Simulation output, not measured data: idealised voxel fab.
Process module under the name voxel trench capacitor
Xsec cut, 155 nm wide, square cell size 5 nm.
In this document a cross-section is written as a grid of square cells. It is given as a series of bands, listed from the top down, and a band is one or more rows of cells. The entry gives the band's vertical extent as a top height and a bottom height in nm, then its horizontal make-up as materials from left to right, each with a width in nm. "empty" stands for empty space; a single material marked "all across" fills the band edge to edge. Below 0: as-received wafer, all one material; heights counted from there. Lowest band: no bottom, goes on down, written "from 0 down". A width such as "30 to 40" changes by the same amount from each row of cells to the next, from the band's top row to its bottom row. "no modification" (step): cross-section cells unchanged, all of them. Empty spaces without an open route to the top, at least 8 cells in extent, make up the entry "Sealed internal voids"; each is given as width x height at distance, where the distance is measured from the left edge, and all are in nm. Note: text after step settings on the step line = simulator remark on that step. overlay nm: on a step with a mask, how far right of its planned place the mask lay; negative means left.

[The process steps that were planned are listed below]
1) RECEIVE: material Si
2) CONFORMAL_DEP: material SiN, thk nm 10
3) DIRECTIONAL_DEP: material aC, thk nm 15
4) PATTERN: tone open, mask id TRENCH, material resist, width nm 15, pitch nm 40, thk nm 35, overlay nm 0
5) DIRECTIONAL_ETCH: etch materials aC, depth nm 15
6) STRIP: etch materials resist
7) DIRECTIONAL_ETCH: etch materials SiN, depth nm 10
8) DIRECTIONAL_ETCH: etch materials Si, depth nm 30
9) STRIP: etch materials aC
10) CONFORMAL_DEP: material SiO2, thk nm 5
11) FILL_DEP: material polySi, thk nm 10
12) CMP: height nm 10

[The cross-section here shows the wafer as received, i.e. in its state after step 1]
- from 0 down = Si all across
- Sealed internal voids: none

[Result of the module, cross-sectioned: start per above, plan per above, one error in how it was run]
- from 10 to 0 = 25 of polySi, then 5 of SiO2, then 15 of SiN, then 5 of SiO2, then 15 of polySi, then 5 of SiO2, then 15 of SiN, then 5 of SiO2, then 15 of polySi, then 5 of SiO2, then 15 of SiN, then 5 of SiO2, then 25 of polySi
- from 0 to -25 = 25 of polySi, then 5 of SiO2, then 15 of Si, then 5 of SiO2, then 15 of polySi, then 5 of SiO2, then 15 of Si, then 5 of SiO2, then 15 of polySi, then 5 of SiO2, then 15 of Si, then 5 of SiO2, then 25 of polySi
- from -25 to -30 = 30 of SiO2, then 15 of Si, then 25 of SiO2, then 15 of Si, then 25 of SiO2, then 15 of Si, then 30 of SiO2
- from -30 down = Si all across
- Sealed internal voids: none
So what did we get wrong on this run? step 4 was not run as planned; what actually ran was PATTERN: tone cover, mask id TRENCH, material resist, width nm 15, pitch nm 40, thk nm 35, overlay nm 0
